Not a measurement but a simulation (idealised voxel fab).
process module | voxel wiring stack
cross-section cut | 250 nm wide | cells 5 nm
A cross-section is a grid of square cells, given in bands from the top down. A band is one or more rows of cells.
Each band's line starts with the height of the band's top and of its bottom, in nm. Then come its materials from left to right, each with its width in nm. One material with "throughout" fills the band from edge to edge. "air" is empty space.
Height 0 is the level under which the wafer as received is all one material. The lowest band goes on downwards, as in "0 down".
A width such as "30 to 40" changes by the same amount from each row of cells to the next, from the band's top row to its bottom row.
"no change" after a step means that no cell of the cross-section changed.
closed voids: empty space of 8 cells or more with no open way to the top, each as width x height at its distance from the left edge, in nm
after a step's settings: what the simulator itself notes on the step
overlay nm, on a step with a mask: how far to the right of its planned place the mask lay; to the left if negative
plan
1 op RECEIVE | material Si
2 op CONFORMAL_DEP | material SiO2 | thk nm 15
3 op CONFORMAL_DEP | material SiN | thk nm 5
4 op DIRECTIONAL_DEP | material lowk | thk nm 20
5 op MASKED_ETCH | tone open | mask id METAL_1 | width nm 30 | pitch nm 60 | etch materials lowk | depth nm 20 | overlay nm 0
6 op MASKED_ETCH | tone open | mask id METAL_1 | width nm 30 | pitch nm 60 | etch materials SiN | depth nm 5 | overlay nm 0
7 op CONFORMAL_DEP | material TiN | thk nm 5
8 op FILL_DEP | material Cu | thk nm 10
9 op CMP | height nm 40
10 op CONFORMAL_DEP | material SiCN | thk nm 5
11 op DIRECTIONAL_DEP | material lowk | thk nm 20
12 op PATTERN | tone open | mask id PLUG_1 | material resist | width nm 15 | pitch nm 60 | thk nm 15 | overlay nm 0
13 op DIRECTIONAL_ETCH | etch materials lowk | depth nm 20
14 op DIRECTIONAL_ETCH | etch materials SiCN | depth nm 5
15 op STRIP | etch materials resist
16 op CONFORMAL_DEP | material TiN | thk nm 5
17 op FILL_DEP | material Ru | thk nm 5
18 op CMP | height nm 65
19 op CONFORMAL_DEP | material SiN | thk nm 5
20 op DIRECTIONAL_DEP | material SiO2 | thk nm 15
21 op DIRECTIONAL_DEP | material aC | thk nm 15
22 op PATTERN | tone open | mask id METAL_2 | material resist | width nm 30 | pitch nm 60 | thk nm 35 | overlay nm 0
23 op DIRECTIONAL_ETCH | etch materials aC | depth nm 15
24 op STRIP | etch materials resist
25 op DIRECTIONAL_ETCH | etch materials SiO2 | depth nm 15
26 op DIRECTIONAL_ETCH | etch materials SiN | depth nm 5
27 op STRIP | etch materials aC
28 op CONFORMAL_DEP | material TiN | thk nm 5
29 op FILL_DEP | material Cu | thk nm 5
30 op CMP | height nm 85
31 op CONFORMAL_DEP | material SiN | thk nm 5
first wafer, as planned
as received, after step 1
  0 down: Si throughout
  closed voids: none
after step 2
  15 to 0: SiO2 throughout
  below 0: unchanged
after step 3
  20 to 15: SiN throughout
  below 15: unchanged
after step 4
  40 to 20: lowk throughout
  below 20: unchanged
after step 5
  40 to 20: lowk 50 | air 30 | lowk 30 | air 30 | lowk 30 | air 30 | lowk 50
  below 20: unchanged
after step 6
  40 to 20: lowk 50 | air 30 | lowk 30 | air 30 | lowk 30 | air 30 | lowk 50
  20 to 15: SiN 50 | air 30 | SiN 30 | air 30 | SiN 30 | air 30 | SiN 50
  below 15: unchanged
after step 7
  45 to 40: TiN 55 | air 20 | TiN 40 | air 20 | TiN 40 | air 20 | TiN 55
  40 to 20: lowk 50 | TiN 5 | air 20 | TiN 5 | lowk 30 | TiN 5 | air 20 | TiN 5 | lowk 30 | TiN 5 | air 20 | TiN 5 | lowk 50
  20 to 15: SiN 50 | TiN 30 | SiN 30 | TiN 30 | SiN 30 | TiN 30 | SiN 50
  below 15: unchanged
after step 8
  55 to 45: Cu throughout
  45 to 40: TiN 55 | Cu 20 | TiN 40 | Cu 20 | TiN 40 | Cu 20 | TiN 55
  40 to 20: lowk 50 | TiN 5 | Cu 20 | TiN 5 | lowk 30 | TiN 5 | Cu 20 | TiN 5 | lowk 30 | TiN 5 | Cu 20 | TiN 5 | lowk 50
  below 20: unchanged
after step 9
  40 to 20: lowk 50 | TiN 5 | Cu 20 | TiN 5 | lowk 30 | TiN 5 | Cu 20 | TiN 5 | lowk 30 | TiN 5 | Cu 20 | TiN 5 | lowk 50
  below 20: unchanged
after step 10
  45 to 40: SiCN throughout
  below 40: unchanged
after step 11
  65 to 45: lowk throughout
  below 45: unchanged
after step 12
  80 to 65: resist 50 | air 15 | resist 45 | air 15 | resist 45 | air 15 | resist 65
  below 65: unchanged
after step 13
  80 to 65: resist 50 | air 15 | resist 45 | air 15 | resist 45 | air 15 | resist 65
  65 to 45: lowk 50 | air 15 | lowk 45 | air 15 | lowk 45 | air 15 | lowk 65
  below 45: unchanged
after step 14
  80 to 65: resist 50 | air 15 | resist 45 | air 15 | resist 45 | air 15 | resist 65
  65 to 45: lowk 50 | air 15 | lowk 45 | air 15 | lowk 45 | air 15 | lowk 65
  45 to 40: SiCN 50 | air 15 | SiCN 45 | air 15 | SiCN 45 | air 15 | SiCN 65
  below 40: unchanged
after step 15
  65 to 45: lowk 50 | air 15 | lowk 45 | air 15 | lowk 45 | air 15 | lowk 65
  below 45: unchanged
after step 16
  70 to 65: TiN 55 | air 5 | TiN 55 | air 5 | TiN 55 | air 5 | TiN 70
  65 to 45: lowk 50 | TiN 5 | air 5 | TiN 5 | lowk 45 | TiN 5 | air 5 | TiN 5 | lowk 45 | TiN 5 | air 5 | TiN 5 | lowk 65
  45 to 40: SiCN 50 | TiN 15 | SiCN 45 | TiN 15 | SiCN 45 | TiN 15 | SiCN 65
  below 40: unchanged
after step 17
  75 to 70: Ru throughout
  70 to 65: TiN 55 | Ru 5 | TiN 55 | Ru 5 | TiN 55 | Ru 5 | TiN 70
  65 to 45: lowk 50 | TiN 5 | Ru 5 | TiN 5 | lowk 45 | TiN 5 | Ru 5 | TiN 5 | lowk 45 | TiN 5 | Ru 5 | TiN 5 | lowk 65
  below 45: unchanged
after step 18
  65 to 45: lowk 50 | TiN 5 | Ru 5 | TiN 5 | lowk 45 | TiN 5 | Ru 5 | TiN 5 | lowk 45 | TiN 5 | Ru 5 | TiN 5 | lowk 65
  below 45: unchanged
after step 19
  70 to 65: SiN throughout
  below 65: unchanged
after step 20
  85 to 70: SiO2 throughout
  below 70: unchanged
after step 21
  100 to 85: aC throughout
  below 85: unchanged
after step 22
  135 to 100: resist 50 | air 30 | resist 30 | air 30 | resist 30 | air 30 | resist 50
  below 100: unchanged
after step 23
  120 to 100: resist 50 | air 30 | resist 30 | air 30 | resist 30 | air 30 | resist 50
  100 to 85: aC 50 | air 30 | aC 30 | air 30 | aC 30 | air 30 | aC 50
  below 85: unchanged
after step 24
  100 to 85: aC 50 | air 30 | aC 30 | air 30 | aC 30 | air 30 | aC 50
  below 85: unchanged
after step 25
  100 to 85: aC 50 | air 30 | aC 30 | air 30 | aC 30 | air 30 | aC 50
  85 to 70: SiO2 50 | air 30 | SiO2 30 | air 30 | SiO2 30 | air 30 | SiO2 50
  below 70: unchanged
after step 26
  100 to 85: aC 50 | air 30 | aC 30 | air 30 | aC 30 | air 30 | aC 50
  85 to 70: SiO2 50 | air 30 | SiO2 30 | air 30 | SiO2 30 | air 30 | SiO2 50
  70 to 65: SiN 50 | air 30 | SiN 30 | air 30 | SiN 30 | air 30 | SiN 50
  below 65: unchanged
after step 27
  85 to 70: SiO2 50 | air 30 | SiO2 30 | air 30 | SiO2 30 | air 30 | SiO2 50
  below 70: unchanged
after step 28
  90 to 85: TiN 55 | air 20 | TiN 40 | air 20 | TiN 40 | air 20 | TiN 55
  85 to 70: SiO2 50 | TiN 5 | air 20 | TiN 5 | SiO2 30 | TiN 5 | air 20 | TiN 5 | SiO2 30 | TiN 5 | air 20 | TiN 5 | SiO2 50
  70 to 65: SiN 50 | TiN 30 | SiN 30 | TiN 30 | SiN 30 | TiN 30 | SiN 50
  below 65: unchanged
after step 29
  95 to 90: Cu throughout
  90 to 85: TiN 55 | Cu 20 | TiN 40 | Cu 20 | TiN 40 | Cu 20 | TiN 55
  85 to 70: SiO2 50 | TiN 5 | Cu 20 | TiN 5 | SiO2 30 | TiN 5 | Cu 20 | TiN 5 | SiO2 30 | TiN 5 | Cu 20 | TiN 5 | SiO2 50
  below 70: unchanged
after step 30
  85 to 70: SiO2 50 | TiN 5 | Cu 20 | TiN 5 | SiO2 30 | TiN 5 | Cu 20 | TiN 5 | SiO2 30 | TiN 5 | Cu 20 | TiN 5 | SiO2 50
  below 70: unchanged
after step 31
  90 to 85: SiN throughout
  below 85: unchanged
second wafer: like start, like plan, one mistake. Through step 30 it matches the first wafer
when step 31 should have ended
  90 to 85: Ru throughout
  below 85: unchanged
what went wrong: step 31 ran as: op CONFORMAL_DEP | material Ru | thk nm 5
at the end the second wafer has, in cells: 50 more of Ru | 50 fewer of SiN
